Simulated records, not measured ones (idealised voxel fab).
Process module heading - voxel wiring stack
Cross-section cut: width 190 nm, square cells of 5 nm.
Cross-section format: a grid of square cells, given as bands from top to bottom; each band is one or more rows of cells. Look at the band entry: it leads with the top's height and the bottom's height in nm. Then it lists the materials left to right, with a width in nm for each. The word "edge to edge" on a single material says that material fills the band edge to edge. The word "air" is empty space. All heights in this document are referenced to 0, defined as the level beneath which the wafer, as received, consists entirely of one material. The lowest band is not bounded below; it extends indefinitely downward and is written in the form "0..down". A two-number width, for instance "30 to 40", indicates that the width is equal to the first number in the top row of the band and to the second number in the bottom row, and that it changes by a constant amount per row of cells. The designation "remained unchanged", where it is given for a processing step, indicates that no cell of the cross-section was altered in the course of that step. "Fully sealed voids" - sealed voids, min. 8 cells, no opening to top; format: width x height at distance (distance from left edge; nm throughout). after a step's settings: what the simulator itself notes on the step. overlay nm, on a step with a mask: how far to the right of its planned place the mask lay; to the left if negative.
**Process steps foreseen in the plan**
1,RECEIVE with material Si
2,CONFORMAL_DEP with material SiO2, thk nm 10
3,CONFORMAL_DEP with material SiCN, thk nm 5
4,DIRECTIONAL_DEP with material lowk, thk nm 20
5,DIRECTIONAL_DEP with material aC, thk nm 15
6,PATTERN with tone open, mask id METAL_1, material resist, width nm 25, pitch nm 55, thk nm 35, overlay nm 0
7,DIRECTIONAL_ETCH with etch materials aC, depth nm 15
8,STRIP with etch materials resist
9,DIRECTIONAL_ETCH with etch materials lowk, depth nm 20
10,DIRECTIONAL_ETCH with etch materials SiCN, depth nm 5
11,STRIP with etch materials aC
12,CONFORMAL_DEP with material TiN, thk nm 5
13,FILL_DEP with material Cu, thk nm 5
14,CMP with height nm 35
15,CONFORMAL_DEP with material SiCN, thk nm 5
16,DIRECTIONAL_DEP with material lowk, thk nm 10
17,DIRECTIONAL_DEP with material aC, thk nm 10
18,PATTERN with tone open, mask id PLUG_1, material resist, width nm 15, thk nm 30, overlay nm 0
19,DIRECTIONAL_ETCH with etch materials aC, depth nm 10
20,STRIP with etch materials resist
21,DIRECTIONAL_ETCH with etch materials lowk, depth nm 10
22,DIRECTIONAL_ETCH with etch materials SiCN, depth nm 5
23,STRIP with etch materials aC
24,EPI with material Ru, thk nm 10
25,EPI with material Ru, thk nm 5
26,DIRECTIONAL_DEP with material TiN, thk nm 5
27,DIRECTIONAL_DEP with material Ru, thk nm 15
28,DIRECTIONAL_DEP with material aC, thk nm 10
29,PATTERN with tone cover, mask id METAL_2, material resist, width nm 25, pitch nm 55, thk nm 30, overlay nm 0
30,DIRECTIONAL_ETCH with etch materials aC, depth nm 10
31,STRIP with etch materials resist
32,DIRECTIONAL_ETCH with etch materials Ru, depth nm 15
33,DIRECTIONAL_ETCH with etch materials TiN, depth nm 5
34,STRIP with etch materials aC
35,CONFORMAL_DEP with material SiN, thk nm 5
36,FILL_DEP with material SiO2, thk nm 10
37,CMP with height nm 70
38,CONFORMAL_DEP with material SiCN, thk nm 5
39,DIRECTIONAL_DEP with material lowk, thk nm 30
40,DIRECTIONAL_DEP with material aC, thk nm 15
41,PATTERN with tone open, mask id METAL_3, material resist, width nm 25, pitch nm 55, thk nm 35, overlay nm 0
42,DIRECTIONAL_ETCH with etch materials aC, depth nm 15
43,STRIP with etch materials resist
44,DIRECTIONAL_ETCH with etch materials lowk, depth nm 20
45,STRIP with etch materials aC
46,PATTERN with tone open, mask id METAL_3_HOLES, material resist, width nm 15, pitch nm 55, thk nm 15, overlay nm 0
47,DIRECTIONAL_ETCH with etch materials lowk, depth nm 10
48,DIRECTIONAL_ETCH with etch materials SiCN, depth nm 5
49,STRIP with etch materials resist
50,CONFORMAL_DEP with material TiN, thk nm 5
51,FILL_DEP with material Ru, thk nm 5
52,CMP with height nm 105
53,CONFORMAL_DEP with material SiCN, thk nm 5
54,DIRECTIONAL_DEP with material lowk, thk nm 25
55,MASKED_ETCH with tone open, mask id METAL_4_HOLES, width nm 15, pitch nm 55, etch materials lowk, depth nm 25, overlay nm 0
56,DIRECTIONAL_DEP with material aC, thk nm 10
57,PATTERN with tone open, mask id METAL_4, material resist, width nm 25, pitch nm 55, thk nm 30, overlay nm 0
58,DIRECTIONAL_ETCH with etch materials aC, depth nm 10
59,STRIP with etch materials resist
60,DIRECTIONAL_ETCH with etch materials lowk, depth nm 15
61,DIRECTIONAL_ETCH with etch materials SiCN, depth nm 5
62,STRIP with etch materials aC
63,CONFORMAL_DEP with material TiN, thk nm 5
64,FILL_DEP with material Cu, thk nm 10
65,CMP with height nm 135
66,CONFORMAL_DEP with material SiCN, thk nm 5
**Cross-section of the wafer as it came to us, i.e., already through step 1**
0..down  Si edge to edge
Fully sealed voids: none
**Figure: cross-sectional view of the wafer upon completion of the module, processed from the initial state and according to the plan depicted above, with one error introduced during execution**
140..135  SiCN edge to edge
135..125  lowk 55 | TiN 5 | Cu 15 | TiN 5 | lowk 30 | TiN 5 | Cu 15 | TiN 5 | lowk 55
125..120  lowk 55 | TiN 5 | Cu 5 | TiN 15 | lowk 30 | TiN 5 | Cu 5 | TiN 15 | lowk 55
120..110  lowk 55 | TiN 5 | Cu 5 | TiN 5 | lowk 40 | TiN 5 | Cu 5 | TiN 5 | lowk 65
110..105  SiCN 55 | TiN 15 | SiCN 40 | TiN 15 | SiCN 65
105..90  lowk 55 | TiN 5 | Ru 15 | TiN 5 | lowk 30 | TiN 5 | Ru 15 | TiN 5 | lowk 55
90..85  lowk 55 | TiN 5 | Ru 5 | TiN 15 | lowk 30 | TiN 5 | Ru 5 | TiN 15 | lowk 55
85..75  lowk 55 | TiN 5 | Ru 5 | TiN 5 | lowk 40 | TiN 5 | Ru 5 | TiN 5 | lowk 65
75..70  SiCN 55 | TiN 15 | SiCN 40 | TiN 15 | SiCN 65
70..65  SiO2 50 | SiN 5 | Ru 25 | SiN 5 | SiO2 20 | SiN 5 | Ru 25 | SiN 5 | SiO2 50
65..60  SiO2 40 | SiN 15 | TiN 25 | SiN 5 | SiO2 20 | SiN 5 | Ru 25 | SiN 5 | SiO2 50
60..55  SiO2 40 | SiN 5 | Ru 35 | SiN 5 | SiO2 20 | SiN 5 | Ru 25 | SiN 5 | SiO2 50
55..50  SiN 45 | Ru 35 | SiN 30 | TiN 25 | SiN 55
50..40  lowk 55 | Ru 15 | lowk 120
40..35  SiCN 55 | Ru 15 | SiCN 120
35..15  lowk 55 | TiN 5 | Cu 15 | TiN 5 | lowk 30 | TiN 5 | Cu 15 | TiN 5 | lowk 55
15..10  SiCN 55 | TiN 25 | SiCN 30 | TiN 25 | SiCN 55
10..0  SiO2 edge to edge
0..down  Si edge to edge
Fully sealed voids: none
It is concluded that the wafer was processed incorrectly with respect to the plan, in that twice over, step 24 of the plan was run
